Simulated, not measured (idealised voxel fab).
Process module name: voxel transistor to metal
Square cell edge 5 nm, section width 150 nm, ID cut.
A cross-section in this document is a grid of square cells, and it is written down as bands, the top band listed before the ones below it; a band is made up of one or more rows of cells.
Band entry format. Leading values: height of top, height of bottom, nm. Remainder: materials in left-to-right order, each with its width in nm. Special words: "all across" on a single material, which then fills the band edge to edge; "empty", empty space.
Heights are reckoned from 0. Under this level, the received wafer is all of one material. The bottommost band is open-ended downward, for example "from 0 down".
Top row gets the first number, bottom row gets the second, and each row in between changes by the same step: that is how a band width like "30..40" works.
For the purposes of this document, the phrase "nothing different" attached to a step denotes that no cell within the cross-section was modified by that step.
Closed-off voids of 8+ cells (no open route to the top) go in "Closed void inventory", written width x height at distance from the left edge, in nm.
after a step's settings: what the simulator itself notes on the step
Regarding "overlay nm": on a step with a mask, it is the distance the mask lay to the right of its planned place; a negative value places it to the left.
### These are the steps we planned for the process
1: RECEIVE: material Si
2: OXIDIZE: depth nm 5
3: CONFORMAL_DEP: material SiN, thk nm 10
4: MASKED_ETCH: tone cover, mask id ACTIVE, width nm 115, etch materials SiN, depth nm 10, overlay nm 0
5: MASKED_ETCH: tone cover, mask id ACTIVE, width nm 115, etch materials SiO2, depth nm 5, overlay nm 0
6: MASKED_ETCH: tone cover, mask id ACTIVE, width nm 115, etch materials Si, depth nm 25, overlay nm 0
7: OXIDIZE: depth nm 5
8: FILL_DEP: material SiO2, thk nm 10
9: CMP: height nm 10
10: SELECTIVE_ETCH: etch materials SiO2, depth nm 5
11: STRIP: etch materials SiN
12: SELECTIVE_ETCH: etch materials SiO2, depth nm 5
13: OXIDIZE: depth nm 5
14: DIRECTIONAL_DEP: material polySi, thk nm 30
15: DIRECTIONAL_DEP: material SiCN, thk nm 15
16: DIRECTIONAL_DEP: material aC, thk nm 15
17: PATTERN: tone cover, mask id GATE, material resist, width nm 25, thk nm 35, overlay nm 0
18: DIRECTIONAL_ETCH: etch materials aC, depth nm 15
19: STRIP: etch materials resist
20: DIRECTIONAL_ETCH: etch materials SiCN, depth nm 25
21: DIRECTIONAL_ETCH: etch materials polySi, depth nm 40
22: STRIP: etch materials aC
23: CONFORMAL_DEP: material SiN, thk nm 5
24: DIRECTIONAL_ETCH: etch materials SiN, depth nm 5
25: DIRECTIONAL_ETCH: etch materials SiO2, depth nm 5
26: EPI: material nSi, thk nm 5
27: FILL_DEP: material SiO2, thk nm 10
28: CMP: height nm 25
29: STRIP: etch materials polySi
30: SELECTIVE_ETCH: etch materials SiO2, depth nm 5
31: CONFORMAL_DEP: material HfO2, thk nm 5
32: CONFORMAL_DEP: material TiN, thk nm 5
33: FILL_DEP: material W, thk nm 5
34: CMP: height nm 20
35: DIRECTIONAL_DEP: material SiO2, thk nm 10
36: DIRECTIONAL_DEP: material aC, thk nm 10
37: PATTERN: tone open, mask id CONTACT, material resist, width nm 20, pitch nm 85, thk nm 25, overlay nm 0
38: DIRECTIONAL_ETCH: etch materials aC, depth nm 10
39: STRIP: etch materials resist
40: DIRECTIONAL_ETCH: etch materials SiO2, depth nm 35
41: STRIP: etch materials aC
42: CONFORMAL_DEP: material TiN, thk nm 5
43: FILL_DEP: material W, thk nm 10
44: CMP: height nm 30
45: DIRECTIONAL_DEP: material TiN, thk nm 5
46: DIRECTIONAL_DEP: material W, thk nm 15
47: DIRECTIONAL_DEP: material aC, thk nm 15
48: PATTERN: tone cover, mask id METAL_1, material resist, width nm 20, pitch nm 85, thk nm 30, overlay nm 0
49: DIRECTIONAL_ETCH: etch materials aC, depth nm 15
50: STRIP: etch materials resist
51: DIRECTIONAL_ETCH: etch materials W, depth nm 15
52: DIRECTIONAL_ETCH: etch materials TiN, depth nm 5
53: STRIP: etch materials aC
54: CONFORMAL_DEP: material SiCN, thk nm 5
55: FILL_DEP: material lowk, thk nm 10
56: CMP: height nm 50
57: CONFORMAL_DEP: material SiCN, thk nm 5
58: DIRECTIONAL_DEP: material lowk, thk nm 35
59: PATTERN: tone open, mask id METAL_2, material resist, width nm 20, pitch nm 85, thk nm 20, overlay nm 0
60: DIRECTIONAL_ETCH: etch materials lowk, depth nm 20
61: STRIP: etch materials resist
62: DIRECTIONAL_DEP: material aC, thk nm 15
63: PATTERN: tone open, mask id METAL_2_HOLES, material resist, width nm 15, pitch nm 85, thk nm 35, overlay nm 0
64: DIRECTIONAL_ETCH: etch materials aC, depth nm 15
65: STRIP: etch materials resist
66: DIRECTIONAL_ETCH: etch materials lowk, depth nm 15
67: DIRECTIONAL_ETCH: etch materials SiCN, depth nm 5
68: STRIP: etch materials aC
69: CONFORMAL_DEP: material TiN, thk nm 5
70: FILL_DEP: material Cu, thk nm 10
71: CMP: height nm 90
72: CONFORMAL_DEP: material SiCN, thk nm 5
### Shown in cross-section is the wafer as received, that is, as it stands after step 1
- from 0 down: Si all across
- Closed void inventory: none
### End-of-module cross-section. Starting structure and process plan as above; one mistake made in running it
- from 95 to 90: SiCN all across
- from 90 to 75: 20 lowk  5 TiN  10 Cu  5 TiN  65 lowk  5 TiN  10 Cu  5 TiN  25 lowk
- from 75 to 70: 20 lowk  5 TiN  5 Cu  10 TiN  65 lowk  5 TiN  5 Cu  10 TiN  25 lowk
- from 70 to 55: 20 lowk  5 TiN  5 Cu  5 TiN  70 lowk  5 TiN  5 Cu  5 TiN  30 lowk
- from 55 to 50: 20 SiCN  15 TiN  70 SiCN  15 TiN  30 SiCN
- from 50 to 40: 15 lowk  5 SiCN  20 W  5 SiCN  55 lowk  5 SiCN  20 W  5 SiCN  20 lowk
- from 40 to 35: 20 SiCN  20 TiN  65 SiCN  20 TiN  25 SiCN
- from 35 to 30: 25 TiN  10 W  75 TiN  10 W  30 TiN
- from 30 to 20: 20 SiO2  5 TiN  10 W  5 TiN  65 SiO2  5 TiN  10 W  5 TiN  25 SiO2
- from 20 to 0: 20 SiO2  5 TiN  10 W  5 TiN  15 SiO2  5 SiN  5 HfO2  5 TiN  5 W  5 TiN  5 HfO2  5 SiN  15 SiO2  5 TiN  10 W  5 TiN  25 SiO2
- from 0 to -5: 10 SiO2  5 SiN  5 SiO2  20 TiN  15 SiO2  5 SiN  5 HfO2  15 TiN  5 HfO2  5 SiN  15 SiO2  20 TiN  5 SiO2  5 SiN  15 SiO2
- from -5 to -10: 15 SiO2  40 nSi  35 HfO2  40 nSi  20 SiO2
- from -10 to -35: 20 SiO2  105 Si  25 SiO2
- from -35 down: Si all across
- Closed void inventory: none
So what did we get wrong on this run? off-plan run, step 44, actual operation and settings CMP: height nm 35
